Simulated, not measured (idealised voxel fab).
The process module presented herein is designated voxel ribs on slabs.
Cross-section cut spans 155 nm and uses square cells 5 nm in size.
Cross-section format: a grid of square cells, given as bands from top to bottom; each band is one or more rows of cells. Band: top and bottom heights (nm) first, top before bottom; then materials from left to right, widths in nm. "edge to edge" marks a sole material filling the band edge to edge. "blank" denotes empty space. Below 0: as-received wafer, all one material; heights counted from there. Lowest band: no bottom, goes on down, written "top 0, no bottom". Note: "30..40" means the width goes from the first number (top row of the band) to the second number (bottom row) in equal steps per row of cells. It should be understood that the words "no modifications", when stated for a given step, signify that the cross-section underwent no change in any of its cells during that step. In "Internal closed voids" the enclosed voids are listed, meaning empty spaces of 8 cells or larger without any opening to the top. The form is width x height at distance, distance from the left edge, units nm. Heads up: the bit after the settings on a step's line is the simulator's remark on that step. For masked steps, "overlay nm" on the step line gives how far right of plan the mask actually lay; a minus sign means it lay to the left.
### Steps planned for the process
1 RECEIVE,material Si
2 DIRECTIONAL_DEP,material SiO2,thk nm 20
3 DIRECTIONAL_DEP,material polySi,thk nm 20
4 PATTERN,tone cover,mask id RIB,material resist,width nm 20,thk nm 20,overlay nm 0
5 DIRECTIONAL_ETCH,etch materials polySi,depth nm 15
6 STRIP,etch materials resist
7 PATTERN,tone cover,mask id SLAB,material resist,width nm 60,thk nm 20,overlay nm 0
8 DIRECTIONAL_ETCH,etch materials polySi,depth nm 5
9 STRIP,etch materials resist
10 FILL_DEP,material SiO2,thk nm 25
11 CMP,height nm 60
12 DIRECTIONAL_DEP,material W,thk nm 5
13 PATTERN,tone cover,mask id HEATER,material resist,width nm 30,thk nm 15,overlay nm 0
14 DIRECTIONAL_ETCH,etch materials W,depth nm 5
15 STRIP,etch materials resist
16 CONFORMAL_DEP,material SiO2,thk nm 5
### Delivered wafer in cross-section: state after step 1
  top 0, no bottom: Si edge to edge
  Internal closed voids: none
### Module complete, cross-section. Starting point and plan per above. One mistake made in running the module
  top 60, bottom 55: 55 of blank, 40 of SiO2, 60 of blank
  top 55, bottom 50: 60 of SiO2, 30 of W, 65 of SiO2
  top 50, bottom 40: SiO2 edge to edge
  top 40, bottom 25: 65 of SiO2, 20 of polySi, 70 of SiO2
  top 25, bottom 20: 45 of SiO2, 60 of polySi, 50 of SiO2
  top 20, bottom 0: SiO2 edge to edge
  top 0, no bottom: Si edge to edge
  Internal closed voids: none
In executing the process, a mistake was made relative to the plan: step 11 changed vs plan, executed as CMP,height nm 50
